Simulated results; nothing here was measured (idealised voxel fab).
process module | voxel wiring stack
cross-section cut | 205 nm wide | cells 5 nm
A cross-section is a grid of square cells, given in bands from the top down. A band is one or more rows of cells.
Each band's line starts with the height of the band's top and of its bottom, in nm. Then come its materials from left to right, each with its width in nm. One material with "throughout" fills the band from edge to edge. "air" is empty space.
Height 0 is the level under which the wafer as received is all one material. The lowest band goes on downwards, as in "0 down".
A width such as "30 to 40" changes by the same amount from each row of cells to the next, from the band's top row to its bottom row.
"no change" after a step means that no cell of the cross-section changed.
closed voids: empty space of 8 cells or more with no open way to the top, each as width x height at its distance from the left edge, in nm
after a step's settings: what the simulator itself notes on the step
overlay nm, on a step with a mask: how far to the right of its planned place the mask lay; to the left if negative
plan
1 op RECEIVE | material Si
2 op CONFORMAL_DEP | material SiO2 | thk nm 10
3 op DIRECTIONAL_DEP | material TiN | thk nm 5
4 op DIRECTIONAL_DEP | material W | thk nm 25
5 op DIRECTIONAL_DEP | material aC | thk nm 15
6 op PATTERN | tone cover | mask id METAL_1 | material resist | width nm 20 | pitch nm 40 | thk nm 35 | overlay nm 0
7 op DIRECTIONAL_ETCH | etch materials aC | depth nm 15
8 op STRIP | etch materials resist
9 op DIRECTIONAL_ETCH | etch materials W | depth nm 25
10 op DIRECTIONAL_ETCH | etch materials TiN | depth nm 5
11 op STRIP | etch materials aC
12 op FILL_DEP | material SiO2 | thk nm 5
13 op CMP | height nm 40
14 op CONFORMAL_DEP | material SiCN | thk nm 5
15 op DIRECTIONAL_DEP | material SiO2 | thk nm 30
16 op MASKED_ETCH | tone open | mask id METAL_2_HOLES | width nm 15 | pitch nm 40 | etch materials SiO2 | depth nm 30 | overlay nm 0
17 op MASKED_ETCH | tone open | mask id METAL_2 | width nm 20 | pitch nm 40 | etch materials SiO2 | depth nm 20 | overlay nm 0
18 op MASKED_ETCH | tone open | mask id METAL_2 | width nm 20 | pitch nm 40 | etch materials SiCN | depth nm 5 | overlay nm 0
19 op CONFORMAL_DEP | material TiN | thk nm 5
20 op FILL_DEP | material Ru | thk nm 5
21 op CMP | height nm 75
22 op CONFORMAL_DEP | material SiCN | thk nm 5
23 op DIRECTIONAL_DEP | material SiO2 | thk nm 20
24 op MASKED_ETCH | tone open | mask id PLUG_2 | width nm 15 | pitch nm 80 | etch materials SiO2 | depth nm 20 | overlay nm 0
25 op MASKED_ETCH | tone open | mask id PLUG_2 | width nm 15 | pitch nm 80 | etch materials SiCN | depth nm 5 | overlay nm 0
26 op CONFORMAL_DEP | material TiN | thk nm 5
27 op FILL_DEP | material W | thk nm 10
28 op CMP | height nm 100
29 op CONFORMAL_DEP | material SiN | thk nm 5
30 op DIRECTIONAL_DEP | material lowk | thk nm 20
31 op MASKED_ETCH | tone open | mask id METAL_3 | width nm 20 | pitch nm 40 | etch materials lowk | depth nm 20 | overlay nm 0
32 op MASKED_ETCH | tone open | mask id METAL_3 | width nm 20 | pitch nm 40 | etch materials SiN | depth nm 5 | overlay nm 0
33 op CONFORMAL_DEP | material TiN | thk nm 5
34 op FILL_DEP | material Cu | thk nm 5
35 op CMP | height nm 125
36 op CONFORMAL_DEP | material SiCN | thk nm 5
varied across the wafers: width nm of step 16. The plan shows the first wafer's value. All wafers start alike
first wafer as received, after step 1
  0 down: Si throughout
  closed voids: none
first wafer at the end, after step 36
  130 to 125: SiCN throughout
  125 to 105: lowk 30 | TiN 5 | Cu 10 | TiN 5 | lowk 20 | TiN 5 | Cu 10 | TiN 5 | lowk 20 | TiN 5 | Cu 10 | TiN 5 | lowk 20 | TiN 5 | Cu 10 | TiN 5 | lowk 35
  105 to 100: SiN 30 | TiN 20 | SiN 20 | TiN 20 | SiN 20 | TiN 20 | SiN 20 | TiN 20 | SiN 35
  100 to 80: SiO2 30 | TiN 5 | W 5 | TiN 5 | SiO2 65 | TiN 5 | W 5 | TiN 5 | SiO2 80
  80 to 75: SiCN 30 | TiN 15 | SiCN 65 | TiN 15 | SiCN 80
  75 to 60: SiO2 30 | TiN 5 | Ru 10 | TiN 5 | SiO2 20 | TiN 5 | Ru 10 | TiN 5 | SiO2 20 | TiN 5 | Ru 10 | TiN 5 | SiO2 20 | TiN 5 | Ru 10 | TiN 5 | SiO2 35
  60 to 55: SiO2 30 | TiN 5 | Ru 5 | TiN 10 | SiO2 20 | TiN 5 | Ru 5 | TiN 10 | SiO2 20 | TiN 5 | Ru 5 | TiN 10 | SiO2 20 | TiN 5 | Ru 5 | TiN 10 | SiO2 35
  55 to 45: SiO2 30 | TiN 5 | Ru 5 | TiN 5 | SiO2 25 | TiN 5 | Ru 5 | TiN 5 | SiO2 25 | TiN 5 | Ru 5 | TiN 5 | SiO2 25 | TiN 5 | Ru 5 | TiN 5 | SiO2 40
  45 to 40: SiCN 30 | TiN 15 | SiCN 25 | TiN 15 | SiCN 25 | TiN 15 | SiCN 25 | TiN 15 | SiCN 40
  40 to 15: SiO2 30 | W 20 | SiO2 20 | W 20 | SiO2 20 | W 20 | SiO2 20 | W 20 | SiO2 35
  15 to 10: SiO2 30 | TiN 20 | SiO2 20 | TiN 20 | SiO2 20 | TiN 20 | SiO2 20 | TiN 20 | SiO2 35
  10 to 0: SiO2 throughout
  0 down: Si throughout
  closed voids: none
last wafer at the end
  130 to 125: SiCN throughout
  125 to 105: lowk 30 | TiN 5 | Cu 10 | TiN 5 | lowk 20 | TiN 5 | Cu 10 | TiN 5 | lowk 20 | TiN 5 | Cu 10 | TiN 5 | lowk 20 | TiN 5 | Cu 10 | TiN 5 | lowk 35
  105 to 100: SiN 30 | TiN 20 | SiN 20 | TiN 20 | SiN 20 | TiN 20 | SiN 20 | TiN 20 | SiN 35
  100 to 80: SiO2 30 | TiN 5 | W 5 | TiN 5 | SiO2 65 | TiN 5 | W 5 | TiN 5 | SiO2 80
  80 to 75: SiCN 30 | TiN 15 | SiCN 65 | TiN 15 | SiCN 80
  75 to 50: SiO2 25 | TiN 5 | Ru 15 | TiN 5 | SiO2 15 | TiN 5 | Ru 15 | TiN 5 | SiO2 15 | TiN 5 | Ru 15 | TiN 5 | SiO2 15 | TiN 5 | Ru 15 | TiN 5 | SiO2 35
  50 to 45: SiO2 25 | TiN 10 | Ru 10 | TiN 5 | SiO2 15 | TiN 10 | Ru 10 | TiN 5 | SiO2 15 | TiN 10 | Ru 10 | TiN 5 | SiO2 15 | TiN 10 | Ru 10 | TiN 5 | SiO2 35
  45 to 40: SiCN 30 | TiN 20 | SiCN 20 | TiN 20 | SiCN 20 | TiN 20 | SiCN 20 | TiN 20 | SiCN 35
  40 to 15: SiO2 30 | W 20 | SiO2 20 | W 20 | SiO2 20 | W 20 | SiO2 20 | W 20 | SiO2 35
  15 to 10: SiO2 30 | TiN 20 | SiO2 20 | TiN 20 | SiO2 20 | TiN 20 | SiO2 20 | TiN 20 | SiO2 35
  10 to 0: SiO2 throughout
  0 down: Si throughout
  closed voids: none
each wafer at the end: cells of each material gained (+) or lost (-) since it was received, then its closed voids
width nm 15 | +32 Cu | +36 Ru | +105 SiCN | +25 SiN | +530 SiO2 | +150 TiN | +88 W | +100 lowk | closed voids: none
width nm 20 | +32 Cu | +48 Ru | +101 SiCN | +25 SiN | +522 SiO2 | +150 TiN | +88 W | +100 lowk | closed voids: none
width nm 25 | +32 Cu | +68 Ru | +101 SiCN | +25 SiN | +498 SiO2 | +154 TiN | +88 W | +100 lowk | closed voids: none
